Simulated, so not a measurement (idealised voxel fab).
The following is a process module called voxel self aligned vias.
Xsec cut, 235 nm wide, square cell size 5 nm.
When this document writes out a cross-section, it uses a grid of square cells and lists it as bands, beginning at the top and moving down, with a band standing for one or more rows of cells. Band entry format. Leading values: height of top, height of bottom, nm. Remainder: materials in left-to-right order, each with its width in nm. Special words: "full width" on a single material, which then fills the band edge to edge; "blank", empty space. For the purposes of this specification, 0 denotes the height below which the wafer in its as-received condition is composed wholly of one material, and the lowermost band, lacking a lower limit, extends downward without end, as expressed in "from 0 down". The two numbers in a width such as "30->40" mark its ends across the band: the first belongs to the top row of cells, the second to the bottom row, and from each row to the next the width moves by the same amount. "remained unchanged" after a step means that no cell of the cross-section changed. Closed-off voids of 8+ cells (no open route to the top) go in "Closed void list", written width x height at distance from the left edge, in nm. Formally, on a step line, whatever follows the settings is a remark that the simulator itself makes on the step. Steps that use a mask can have "overlay nm" on their line. It says how far the mask sat to the right of where it was meant to be. Negative means to the left.

# Process steps foreseen in the plan
1) RECEIVE with material Si
2) CONFORMAL_DEP with material SiO2, thk nm 10
3) CONFORMAL_DEP with material SiCN, thk nm 5
4) DIRECTIONAL_DEP with material lowk, thk nm 25
5) DIRECTIONAL_DEP with material aC, thk nm 15
6) PATTERN with tone open, mask id LINES, material resist, width nm 20, pitch nm 50, thk nm 35, overlay nm 0
7) DIRECTIONAL_ETCH with etch materials aC, depth nm 15
8) STRIP with etch materials resist
9) DIRECTIONAL_ETCH with etch materials lowk, depth nm 25
10) STRIP with etch materials aC
11) CONFORMAL_DEP with material TiN, thk nm 5
12) FILL_DEP with material Ru, thk nm 5
13) CMP with height nm 40
14) SELECTIVE_ETCH with etch materials W Ru TiN, depth nm 5
15) FILL_DEP with material SiN, thk nm 5
16) CMP with height nm 40
17) DIRECTIONAL_DEP with material lowk, thk nm 20
18) DIRECTIONAL_DEP with material aC, thk nm 15
19) PATTERN with tone open, mask id VIAS, material resist, width nm 30, thk nm 30, overlay nm 0
20) DIRECTIONAL_ETCH with etch materials aC, depth nm 15
21) STRIP with etch materials resist
22) DIRECTIONAL_ETCH with etch materials lowk, depth nm 20
23) DIRECTIONAL_ETCH with etch materials SiN, depth nm 5
24) STRIP with etch materials aC
25) CONFORMAL_DEP with material TiN, thk nm 5
26) FILL_DEP with material Ru, thk nm 5
27) CMP with height nm 60
28) CONFORMAL_DEP with material SiCN, thk nm 5

# Here's what the wafer looked like in cross-section when it arrived - that's after step 1
* from 0 down | Si full width
* Closed void list: none

# Cross-section, first of two wafers, end of module, run as planned
* from 65 to 60 | SiCN full width
* from 60 to 45 | lowk: 75, TiN: 5, Ru: 20, TiN: 5, lowk: 130
* from 45 to 40 | lowk: 75, TiN: 10, Ru: 10, TiN: 10, lowk: 130
* from 40 to 35 | lowk: 80, TiN: 20, lowk: 30, SiN: 20, lowk: 85
* from 35 to 20 | lowk: 80, TiN: 5, Ru: 10, TiN: 5, lowk: 30, TiN: 5, Ru: 10, TiN: 5, lowk: 85
* from 20 to 15 | lowk: 80, TiN: 20, lowk: 30, TiN: 20, lowk: 85
* from 15 to 10 | SiCN full width
* from 10 to 0 | SiO2 full width
* from 0 down | Si full width
* Closed void list: none

# Cross-sectional view: second of two wafers, end of module; start and plan identical to the first, one mistake in running
* from 65 to 60 | SiCN full width
* from 60 to 45 | lowk: 65, TiN: 5, Ru: 20, TiN: 5, lowk: 140
* from 45 to 40 | lowk: 65, TiN: 20, Ru: 5, TiN: 5, lowk: 140
* from 40 to 35 | lowk: 80, TiN: 15, SiN: 5, lowk: 30, SiN: 20, lowk: 85
* from 35 to 20 | lowk: 80, TiN: 5, Ru: 10, TiN: 5, lowk: 30, TiN: 5, Ru: 10, TiN: 5, lowk: 85
* from 20 to 15 | lowk: 80, TiN: 20, lowk: 30, TiN: 20, lowk: 85
* from 15 to 10 | SiCN full width
* from 10 to 0 | SiO2 full width
* from 0 down | Si full width
* Closed void list: none
What broke from the plan during processing? rather than as planned, step 19 actually ran as PATTERN with tone open, mask id VIAS, material resist, width nm 30, thk nm 30, overlay nm -10
Wafer comparison, final, in cells, second relative to first, materials more or fewer: 1 fewer of Ru, 1 more of SiN
